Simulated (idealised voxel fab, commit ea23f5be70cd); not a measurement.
Documented hereafter: the process module known as voxel gate over fins.
Displayed cross-section: cut, width of 255 nm, square cells sized 5 nm.
A cross-section is a grid of square cells, given in bands from the top down. A band is one or more rows of cells.
For a band, the entry starts with two heights in nm, that of the top and then that of the bottom, and carries on with the band's materials in order from left to right, each alongside its width in nm; the word "edge to edge" beside a single material means it fills the band edge to edge, and "empty" means empty space.
Height datum 0, below which the as-received substrate wafer is one material. Lowest band open at the bottom, running downward: "z 0 and below".
Width "30 to 40": first value at the band's top row of cells, second value at its bottom row, equal change from row to row.
"left unchanged" (step): cross-section cells unchanged, all of them.
In "Trapped voids" the enclosed voids are listed, meaning empty spaces of 8 cells or larger without any opening to the top. The form is width x height at distance, distance from the left edge, units nm.
Note: text after step settings on the step line = simulator remark on that step.
Each step line may optionally specify "overlay nm", which for a step with a mask gives the rightward distance between the mask's planned place and where it lay, a negative value indicating the leftward direction.

-- The steps planned for the process are as follows
- 1: RECEIVE: material Si
- 2: CONFORMAL_DEP: material SiN, thk nm 10
- 3: PATTERN: tone cover, mask id FINS, material resist, width nm 15, pitch nm 35, thk nm 15, overlay nm 0
- 4: DIRECTIONAL_ETCH: etch materials SiN, depth nm 10
- 5: DIRECTIONAL_ETCH: etch materials Si, depth nm 30
- 6: STRIP: etch materials resist
- 7: OXIDIZE: depth nm 5
- 8: FILL_DEP: material SiO2, thk nm 10
- 9: CMP: height nm 10
- 10: SELECTIVE_ETCH: etch materials SiO2, depth nm 20
- 11: STRIP: etch materials SiN
- 12: CONFORMAL_DEP: material HfO2, thk nm 5
- 13: CONFORMAL_DEP: material TiN, thk nm 5
- 14: FILL_DEP: material W, thk nm 10
- 15: CMP: height nm 15
- 16: CONFORMAL_DEP: material SiCN, thk nm 5

-- First of two wafers - as planned

-- Wafer cross-section on receipt, i.e. after step 1
	z 0 and below = Si edge to edge
	Trapped voids: none

-- You're looking at a cross-section of the wafer after step 2
	z 10 to 0 = SiN edge to edge
	Below a height of 0, the structure has not been altered.

-- You're looking at a cross-section of the wafer after step 3
	z 25 to 10 = 85 of empty / 15 of resist / 20 of empty / 15 of resist / 20 of empty / 15 of resist / 85 of empty
	Below a height of 10, the structure has not been altered.

-- You're looking at a cross-section of the wafer after step 4
	z 25 to 10 = 85 of empty / 15 of resist / 20 of empty / 15 of resist / 20 of empty / 15 of resist / 85 of empty
	z 10 to 0 = 85 of empty / 15 of SiN / 20 of empty / 15 of SiN / 20 of empty / 15 of SiN / 85 of empty
	Below a height of 0, the structure has not been altered.

-- You're looking at a cross-section of the wafer after step 5
	z 25 to 10 = 85 of empty / 15 of resist / 20 of empty / 15 of resist / 20 of empty / 15 of resist / 85 of empty
	z 10 to 0 = 85 of empty / 15 of SiN / 20 of empty / 15 of SiN / 20 of empty / 15 of SiN / 85 of empty
	z 0 to -30 = 85 of empty / 15 of Si / 20 of empty / 15 of Si / 20 of empty / 15 of Si / 85 of empty
	Below a height of -30, the structure has not been altered.

-- You're looking at a cross-section of the wafer after step 6
	z 10 to 0 = 85 of empty / 15 of SiN / 20 of empty / 15 of SiN / 20 of empty / 15 of SiN / 85 of empty
	Below a height of 0, the structure has not been altered.

-- You're looking at a cross-section of the wafer after step 7
	z 10 to 0 = 85 of empty / 15 of SiN / 20 of empty / 15 of SiN / 20 of empty / 15 of SiN / 85 of empty
	z 0 to -30 = 85 of empty / 5 of SiO2 / 5 of Si / 5 of SiO2 / 20 of empty / 5 of SiO2 / 5 of Si / 5 of SiO2 / 20 of empty / 5 of SiO2 / 5 of Si / 5 of SiO2 / 85 of empty
	z -30 to -35 = 90 of SiO2 / 5 of Si / 30 of SiO2 / 5 of Si / 30 of SiO2 / 5 of Si / 90 of SiO2
	Below a height of -35, the structure has not been altered.

-- You're looking at a cross-section of the wafer after step 8
	z 20 to 10 = SiO2 edge to edge
	z 10 to 0 = 85 of SiO2 / 15 of SiN / 20 of SiO2 / 15 of SiN / 20 of SiO2 / 15 of SiN / 85 of SiO2
	z 0 to -35 = 90 of SiO2 / 5 of Si / 30 of SiO2 / 5 of Si / 30 of SiO2 / 5 of Si / 90 of SiO2
	Below a height of -35, the structure has not been altered.

-- You're looking at a cross-section of the wafer after step 9
	z 10 to 0 = 85 of SiO2 / 15 of SiN / 20 of SiO2 / 15 of SiN / 20 of SiO2 / 15 of SiN / 85 of SiO2
	Below a height of 0, the structure has not been altered.

-- You're looking at a cross-section of the wafer after step 10
	z 10 to 0 = 85 of empty / 15 of SiN / 20 of empty / 15 of SiN / 20 of empty / 15 of SiN / 85 of empty
	z 0 to -10 = 90 of empty / 5 of Si / 30 of empty / 5 of Si / 30 of empty / 5 of Si / 90 of empty
	Below a height of -10, the structure has not been altered.

-- You're looking at a cross-section of the wafer after step 11
	z 0 to -10 = 90 of empty / 5 of Si / 30 of empty / 5 of Si / 30 of empty / 5 of Si / 90 of empty
	Below a height of -10, the structure has not been altered.

-- You're looking at a cross-section of the wafer after step 12
	z 5 to 0 = 85 of empty / 15 of HfO2 / 20 of empty / 15 of HfO2 / 20 of empty / 15 of HfO2 / 85 of empty
	z 0 to -5 = 85 of empty / 5 of HfO2 / 5 of Si / 5 of HfO2 / 20 of empty / 5 of HfO2 / 5 of Si / 5 of HfO2 / 20 of empty / 5 of HfO2 / 5 of Si / 5 of HfO2 / 85 of empty
	z -5 to -10 = 90 of HfO2 / 5 of Si / 30 of HfO2 / 5 of Si / 30 of HfO2 / 5 of Si / 90 of HfO2
	Below a height of -10, the structure has not been altered.

-- You're looking at a cross-section of the wafer after step 13
	z 10 to 5 = 80 of empty / 25 of TiN / 10 of empty / 25 of TiN / 10 of empty / 25 of TiN / 80 of empty
	z 5 to 0 = 80 of empty / 5 of TiN / 15 of HfO2 / 5 of TiN / 10 of empty / 5 of TiN / 15 of HfO2 / 5 of TiN / 10 of empty / 5 of TiN / 15 of HfO2 / 5 of TiN / 80 of empty
	z 0 to -5 = 85 of TiN / 5 of HfO2 / 5 of Si / 5 of HfO2 / 20 of TiN / 5 of HfO2 / 5 of Si / 5 of HfO2 / 20 of TiN / 5 of HfO2 / 5 of Si / 5 of HfO2 / 85 of TiN
	Below a height of -5, the structure has not been altered.

-- You're looking at a cross-section of the wafer after step 14
	z 20 to 10 = W edge to edge
	z 10 to 5 = 80 of W / 25 of TiN / 10 of W / 25 of TiN / 10 of W / 25 of TiN / 80 of W
	z 5 to 0 = 80 of W / 5 of TiN / 15 of HfO2 / 5 of TiN / 10 of W / 5 of TiN / 15 of HfO2 / 5 of TiN / 10 of W / 5 of TiN / 15 of HfO2 / 5 of TiN / 80 of W
	Below a height of 0, the structure has not been altered.

-- You're looking at a cross-section of the wafer after step 15
	z 15 to 10 = W edge to edge
	Below a height of 10, the structure has not been altered.

-- You're looking at a cross-section of the wafer after step 16
	z 20 to 15 = SiCN edge to edge
	Below a height of 15, the structure has not been altered.

-- The second wafer: identical to the first at the outset and in its planned sequence, differing only in that one mistake was made during processing; up to and including step 2, its path is the first wafer's path

-- The second wafer in cross-section, at the planned close of step 3
	z 25 to 10 = 85 of resist / 15 of empty / 20 of resist / 15 of empty / 20 of resist / 15 of empty / 85 of resist
	Below a height of 10, the structure has not been altered.

-- The second wafer in cross-section, at the planned close of step 4
	z 25 to 10 = 85 of resist / 15 of empty / 20 of resist / 15 of empty / 20 of resist / 15 of empty / 85 of resist
	z 10 to 0 = 85 of SiN / 15 of empty / 20 of SiN / 15 of empty / 20 of SiN / 15 of empty / 85 of SiN
	Below a height of 0, the structure has not been altered.

-- The second wafer in cross-section, at the planned close of step 5
	z 25 to 10 = 85 of resist / 15 of empty / 20 of resist / 15 of empty / 20 of resist / 15 of empty / 85 of resist
	z 10 to 0 = 85 of SiN / 15 of empty / 20 of SiN / 15 of empty / 20 of SiN / 15 of empty / 85 of SiN
	z 0 to -30 = 85 of Si / 15 of empty / 20 of Si / 15 of empty / 20 of Si / 15 of empty / 85 of Si
	Below a height of -30, the structure has not been altered.

-- The second wafer in cross-section, at the planned close of step 6
	z 10 to 0 = 85 of SiN / 15 of empty / 20 of SiN / 15 of empty / 20 of SiN / 15 of empty / 85 of SiN
	Below a height of 0, the structure has not been altered.

-- The second wafer in cross-section, at the planned close of step 7
	z 10 to 0 = 85 of SiN / 15 of empty / 20 of SiN / 15 of empty / 20 of SiN / 15 of empty / 85 of SiN
	z 0 to -30 = 80 of Si / 5 of SiO2 / 15 of empty / 5 of SiO2 / 10 of Si / 5 of SiO2 / 15 of empty / 5 of SiO2 / 10 of Si / 5 of SiO2 / 15 of empty / 5 of SiO2 / 80 of Si
	z -30 to -35 = 80 of Si / 25 of SiO2 / 10 of Si / 25 of SiO2 / 10 of Si / 25 of SiO2 / 80 of Si
	Below a height of -35, the structure has not been altered.

-- The second wafer in cross-section, at the planned close of step 8
	z 20 to 10 = SiO2 edge to edge
	z 10 to 0 = 85 of SiN / 15 of SiO2 / 20 of SiN / 15 of SiO2 / 20 of SiN / 15 of SiO2 / 85 of SiN
	z 0 to -35 = 80 of Si / 25 of SiO2 / 10 of Si / 25 of SiO2 / 10 of Si / 25 of SiO2 / 80 of Si
	Below a height of -35, the structure has not been altered.

-- The second wafer in cross-section, at the planned close of step 9
	z 10 to 0 = 85 of SiN / 15 of SiO2 / 20 of SiN / 15 of SiO2 / 20 of SiN / 15 of SiO2 / 85 of SiN
	Below a height of 0, the structure has not been altered.

-- The second wafer in cross-section, at the planned close of step 10
	z 10 to 0 = 85 of SiN / 15 of empty / 20 of SiN / 15 of empty / 20 of SiN / 15 of empty / 85 of SiN
	z 0 to -10 = 80 of Si / 25 of empty / 10 of Si / 25 of empty / 10 of Si / 25 of empty / 80 of Si
	Below a height of -10, the structure has not been altered.

-- The second wafer in cross-section, at the planned close of step 11
	z 0 to -10 = 80 of Si / 25 of empty / 10 of Si / 25 of empty / 10 of Si / 25 of empty / 80 of Si
	Below a height of -10, the structure has not been altered.

-- The second wafer in cross-section, at the planned close of step 12
	z 5 to 0 = 85 of HfO2 / 15 of empty / 20 of HfO2 / 15 of empty / 20 of HfO2 / 15 of empty / 85 of HfO2
	z 0 to -5 = 80 of Si / 5 of HfO2 / 15 of empty / 5 of HfO2 / 10 of Si / 5 of HfO2 / 15 of empty / 5 of HfO2 / 10 of Si / 5 of HfO2 / 15 of empty / 5 of HfO2 / 80 of Si
	z -5 to -10 = 80 of Si / 25 of HfO2 / 10 of Si / 25 of HfO2 / 10 of Si / 25 of HfO2 / 80 of Si
	Below a height of -10, the structure has not been altered.

-- The second wafer in cross-section, at the planned close of step 13
	z 10 to 5 = 90 of TiN / 5 of empty / 30 of TiN / 5 of empty / 30 of TiN / 5 of empty / 90 of TiN
	z 5 to 0 = 85 of HfO2 / 5 of TiN / 5 of empty / 5 of TiN / 20 of HfO2 / 5 of TiN / 5 of empty / 5 of TiN / 20 of HfO2 / 5 of TiN / 5 of empty / 5 of TiN / 85 of HfO2
	z 0 to -5 = 80 of Si / 5 of HfO2 / 15 of TiN / 5 of HfO2 / 10 of Si / 5 of HfO2 / 15 of TiN / 5 of HfO2 / 10 of Si / 5 of HfO2 / 15 of TiN / 5 of HfO2 / 80 of Si
	Below a height of -5, the structure has not been altered.

-- The second wafer in cross-section, at the planned close of step 14
	z 20 to 10 = W edge to edge
	z 10 to 5 = 90 of TiN / 5 of W / 30 of TiN / 5 of W / 30 of TiN / 5 of W / 90 of TiN
	z 5 to 0 = 85 of HfO2 / 5 of TiN / 5 of W / 5 of TiN / 20 of HfO2 / 5 of TiN / 5 of W / 5 of TiN / 20 of HfO2 / 5 of TiN / 5 of W / 5 of TiN / 85 of HfO2
	Below a height of 0, the structure has not been altered.

-- The second wafer in cross-section, at the planned close of step 15
	z 15 to 10 = W edge to edge
	Below a height of 10, the structure has not been altered.

-- The second wafer in cross-section, at the planned close of step 16
	z 20 to 15 = SiCN edge to edge
	Below a height of 15, the structure has not been altered.
Error vs. plan: step 3: run off-plan, actual operation and settings PATTERN: tone open, mask id FINS, material resist, width nm 15, pitch nm 35, thk nm 15, overlay nm 0
End check, counted in cells, second wafer has more or fewer of these materials than the first: Si: 231 more, SiO2: 165 fewer, W: 66 fewer
